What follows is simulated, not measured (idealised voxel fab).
Herein follows the process module entitled voxel spacer lines.
Xsec cut, 185 nm wide, square cell size 5 nm.
If you're reading a cross-section in this doc, picture square cells in a grid; it comes to you as bands, top ones listed first down to the bottom, and a band can be one or more rows of cells.
Band: top and bottom heights (nm) first, top before bottom; then materials from left to right, widths in nm. "full width" marks a sole material filling the band edge to edge. "air" denotes empty space.
Counting heights begins at 0, where everything beneath is, in the wafer as received, one material. The lowest band has no bottom; it goes on downwards, as "0 -> down" shows.
Quick explanation for "30 to 40": the width changes in equal steps down the rows of cells, from the first number in the band's top row to the second number in its bottom row.
"remains unaltered", as given for a step, is the statement that not any cell of the cross-section underwent a change during that step.
Basically, "Unvented cavities" tells you about the enclosed voids: empty spaces with no open way to the top, 8 cells or bigger, each written width x height at distance, where distance is from the left edge, all in nm.
Note: text after step settings on the step line = simulator remark on that step.
overlay nm: on a step with a mask, how far right of its planned place the mask lay; negative means left.

# So here's the lineup of process steps we planned
1 RECEIVE,material Si
2 CONFORMAL_DEP,material Al2O3,thk nm 10
3 DIRECTIONAL_DEP,material W,thk nm 15
4 DIRECTIONAL_DEP,material aC,thk nm 20
5 PATTERN,tone cover,mask id MANDREL,material resist,width nm 15,pitch nm 50,thk nm 30,overlay nm 0
6 DIRECTIONAL_ETCH,etch materials aC,depth nm 20
7 STRIP,etch materials resist
8 CONFORMAL_DEP,material SiN,thk nm 10
9 DIRECTIONAL_ETCH,etch materials SiN,depth nm 10
10 STRIP,etch materials aC
11 DIRECTIONAL_ETCH,etch materials W,depth nm 15
12 STRIP,etch materials SiN
13 FILL_DEP,material SiO2,thk nm 10
14 CMP,height nm 25

# Here's what the wafer looked like in cross-section when it arrived - that's after step 1
- 0 -> down  Si full width
- Unvented cavities: none

# First of two wafers, end-of-module section, run followed plan
- 25 -> 10  SiO2 25 nm  W 10 nm  SiO2 15 nm  W 10 nm  SiO2 15 nm  W 10 nm  SiO2 15 nm  W 10 nm  SiO2 15 nm  W 10 nm  SiO2 15 nm  W 10 nm  SiO2 25 nm
- 10 -> 0  Al2O3 full width
- 0 -> down  Si full width
- Unvented cavities: none

# Same start, same plan as the first wafer - but one mistake in the run. Cross-section of the second of the two at the end of the module
- 25 -> 20  SiO2 full width
- 20 -> 5  SiO2 25 nm  W 10 nm  SiO2 15 nm  W 10 nm  SiO2 15 nm  W 10 nm  SiO2 15 nm  W 10 nm  SiO2 15 nm  W 10 nm  SiO2 15 nm  W 10 nm  SiO2 25 nm
- 5 -> 0  Al2O3 full width
- 0 -> down  Si full width
- Unvented cavities: none
Against the plan, the run slipped here: step 2 was not run as planned; what actually ran was CONFORMAL_DEP,material Al2O3,thk nm 5
Wafer comparison, final, in cells, second relative to first, materials more or fewer: Al2O3: 37 fewer; SiO2: 37 more
